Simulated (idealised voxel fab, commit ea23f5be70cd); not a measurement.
process module | voxel wiring stack
cross-section cut | 190 nm wide | cells 5 nm
A cross-section is a grid of square cells, given in bands from the top down. A band is one or more rows of cells.
Each band's line starts with the height of the band's top and of its bottom, in nm. Then come its materials from left to right, each with its width in nm. One material with "throughout" fills the band from edge to edge. "air" is empty space.
Height 0 is the level under which the wafer as received is all one material. The lowest band goes on downwards, as in "0 down".
A width such as "30 to 40" changes by the same amount from each row of cells to the next, from the band's top row to its bottom row.
"no change" after a step means that no cell of the cross-section changed.
closed voids: empty space of 8 cells or more with no open way to the top, each as width x height at its distance from the left edge, in nm
after a step's settings: what the simulator itself notes on the step
overlay nm, on a step with a mask: how far to the right of its planned place the mask lay; to the left if negative
plan
1 op RECEIVE | material Si
2 op CONFORMAL_DEP | material SiO2 | thk nm 10
3 op CONFORMAL_DEP | material SiCN | thk nm 5
4 op DIRECTIONAL_DEP | material lowk | thk nm 25
5 op DIRECTIONAL_DEP | material aC | thk nm 15
6 op PATTERN | tone open | mask id METAL_1 | material resist | width nm 20 | pitch nm 40 | thk nm 35 | overlay nm 0
7 op DIRECTIONAL_ETCH | etch materials aC | depth nm 15
8 op STRIP | etch materials resist
9 op DIRECTIONAL_ETCH | etch materials lowk | depth nm 25
10 op DIRECTIONAL_ETCH | etch materials SiCN | depth nm 5
11 op STRIP | etch materials aC
12 op CONFORMAL_DEP | material TiN | thk nm 5
13 op FILL_DEP | material Ru | thk nm 5
14 op CMP | height nm 40
15 op CONFORMAL_DEP | material SiCN | thk nm 5
16 op DIRECTIONAL_DEP | material lowk | thk nm 15
17 op DIRECTIONAL_DEP | material aC | thk nm 15
18 op PATTERN | tone open | mask id PLUG_1 | material resist | width nm 15 | pitch nm 40 | thk nm 35 | overlay nm 0
19 op DIRECTIONAL_ETCH | etch materials aC | depth nm 15
20 op STRIP | etch materials resist
21 op DIRECTIONAL_ETCH | etch materials lowk | depth nm 15
22 op DIRECTIONAL_ETCH | etch materials SiCN | depth nm 5
23 op STRIP | etch materials aC
24 op EPI | material Ru | thk nm 10
25 op EPI | material Ru | thk nm 10
26 op CONFORMAL_DEP | material SiN | thk nm 5
27 op DIRECTIONAL_DEP | material SiO2 | thk nm 15
28 op MASKED_ETCH | tone open | mask id METAL_2 | width nm 20 | pitch nm 40 | etch materials SiO2 | depth nm 15 | overlay nm 0
29 op MASKED_ETCH | tone open | mask id METAL_2 | width nm 20 | pitch nm 40 | etch materials SiN | depth nm 5 | overlay nm 0
30 op CONFORMAL_DEP | material TiN | thk nm 5
31 op FILL_DEP | material W | thk nm 10
32 op CMP | height nm 80
33 op CONFORMAL_DEP | material SiN | thk nm 5
as received, after step 1
  0 down: Si throughout
  closed voids: none
first wafer at the end, as planned
  85 to 80: SiN throughout
  80 to 65: SiO2 25 | TiN 5 | W 10 | TiN 5 | SiO2 20 | TiN 5 | W 10 | TiN 5 | SiO2 20 | TiN 5 | W 10 | TiN 5 | SiO2 20 | TiN 5 | W 10 | TiN 5 | SiO2 25
  65 to 60: SiN 25 | TiN 20 | SiN 20 | TiN 20 | SiN 20 | TiN 20 | SiN 20 | TiN 20 | SiN 25
  60 to 45: lowk 25 | Ru 15 | lowk 25 | Ru 15 | lowk 25 | Ru 15 | lowk 25 | Ru 15 | lowk 30
  45 to 40: SiCN 25 | Ru 15 | SiCN 25 | Ru 15 | SiCN 25 | Ru 15 | SiCN 25 | Ru 15 | SiCN 30
  40 to 15: lowk 25 | TiN 5 | Ru 10 | TiN 5 | lowk 20 | TiN 5 | Ru 10 | TiN 5 | lowk 20 | TiN 5 | Ru 10 | TiN 5 | lowk 20 | TiN 5 | Ru 10 | TiN 5 | lowk 25
  15 to 10: SiCN 25 | TiN 20 | SiCN 20 | TiN 20 | SiCN 20 | TiN 20 | SiCN 20 | TiN 20 | SiCN 25
  10 to 0: SiO2 throughout
  0 down: Si throughout
  closed voids: none
second wafer at the end: like start, like plan, one mistake
  85 to 80: SiN throughout
  80 to 65: SiO2 25 | TiN 5 | W 10 | TiN 5 | SiO2 20 | TiN 5 | W 10 | TiN 5 | SiO2 20 | TiN 5 | W 10 | TiN 5 | SiO2 20 | TiN 5 | W 10 | TiN 5 | SiO2 25
  65 to 60: SiN 25 | TiN 20 | SiN 20 | TiN 20 | SiN 20 | TiN 20 | SiN 20 | TiN 20 | SiN 25
  60 to 45: lowk 25 | Ru 15 | lowk 25 | Ru 15 | lowk 25 | Ru 15 | lowk 25 | Ru 15 | lowk 30
  45 to 40: SiCN 25 | Ru 15 | SiCN 25 | Ru 15 | SiCN 25 | Ru 15 | SiCN 25 | Ru 15 | SiCN 30
  40 to 15: lowk 15 | TiN 5 | Ru 10 | TiN 5 | lowk 20 | TiN 5 | Ru 10 | TiN 5 | lowk 20 | TiN 5 | Ru 10 | TiN 5 | lowk 20 | TiN 5 | Ru 10 | TiN 5 | lowk 35
  15 to 10: SiCN 15 | TiN 20 | SiCN 20 | TiN 20 | SiCN 20 | TiN 20 | SiCN 20 | TiN 20 | SiCN 35
  10 to 0: SiO2 throughout
  0 down: Si throughout
  closed voids: none
what went wrong: step 6 ran as: op PATTERN | tone open | mask id METAL_1 | material resist | width nm 20 | pitch nm 40 | thk nm 35 | overlay nm -10
at the end the second wafer has, in cells: as many of each material as the first, in other places
